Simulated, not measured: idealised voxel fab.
The process module that follows is named voxel spacer lines.
FYI the section here is cut, 240 nm wide, cells are 5 nm squares.
Square cells in a grid make up a cross-section in this document, and the grid is given as bands, listed from the top down, each one or more rows of cells.
Per band: top height and bottom height in nm, followed by the left-to-right materials and their widths in nm; "all across" marks a single material spanning edge to edge, "empty" marks empty space.
Ref level 0: as-received wafer is one material below here. Bottom band extends down with no lower bound ("top 0, no bottom").
Width "30 to 40": first value at the band's top row of cells, second value at its bottom row, equal change from row to row.
"nothing altered" -> step changed no cross-section cell.
You'll see "Closed void register" listing empty spaces that have no way open to the top, as long as they're 8 cells or more; the notation is width x height at distance, where the distance is from the left edge, and all of it is in nm.
Text after the settings on a step's line: the simulator's own remark on that step.
"overlay nm" on a masked step: distance the mask lay right of its planned place, negative for left.

# Listed below are the process steps as planned
step 1: RECEIVE, material Si
step 2: CONFORMAL_DEP, material Al2O3, thk nm 5
step 3: DIRECTIONAL_DEP, material SiN, thk nm 15
step 4: DIRECTIONAL_DEP, material aC, thk nm 30
step 5: PATTERN, tone cover, mask id MANDREL, material resist, width nm 15, pitch nm 60, thk nm 40, overlay nm 0
step 6: DIRECTIONAL_ETCH, etch materials aC, depth nm 30
step 7: STRIP, etch materials resist
step 8: CONFORMAL_DEP, material SiO2, thk nm 15
step 9: DIRECTIONAL_ETCH, etch materials SiO2, depth nm 15
step 10: STRIP, etch materials aC
step 11: DIRECTIONAL_ETCH, etch materials SiN, depth nm 15
step 12: STRIP, etch materials SiO2

# So this is the incoming wafer in cross-section - it's already been through step 1
* top 0, no bottom: Si all across
* Closed void register: none

# As-planned run: cross-section of the first of two wafers at end of module
* top 20, bottom 5: empty=35, SiN=15, empty=15, SiN=15, empty=15, SiN=15, empty=15, SiN=15, empty=15, SiN=15, empty=15, SiN=15, empty=40
* top 5, bottom 0: Al2O3 all across
* top 0, no bottom: Si all across
* Closed void register: none

# What the second wafer looks like in cross-section once the module is done. Its start and its plan matched the first wafer's exactly; what differed was one mistake in how it was run
* top 25, bottom 10: empty=35, SiN=15, empty=15, SiN=15, empty=15, SiN=15, empty=15, SiN=15, empty=15, SiN=15, empty=15, SiN=15, empty=40
* top 10, bottom 5: SiN all across
* top 5, bottom 0: Al2O3 all across
* top 0, no bottom: Si all across
* Closed void register: none
Finding, execution versus plan: note that step 3 departed from the planned setting and was carried out as DIRECTIONAL_DEP, material SiN, thk nm 20
The final cell counts differ between the wafers, with the second having more or fewer of some materials than the first: SiN: 48 more
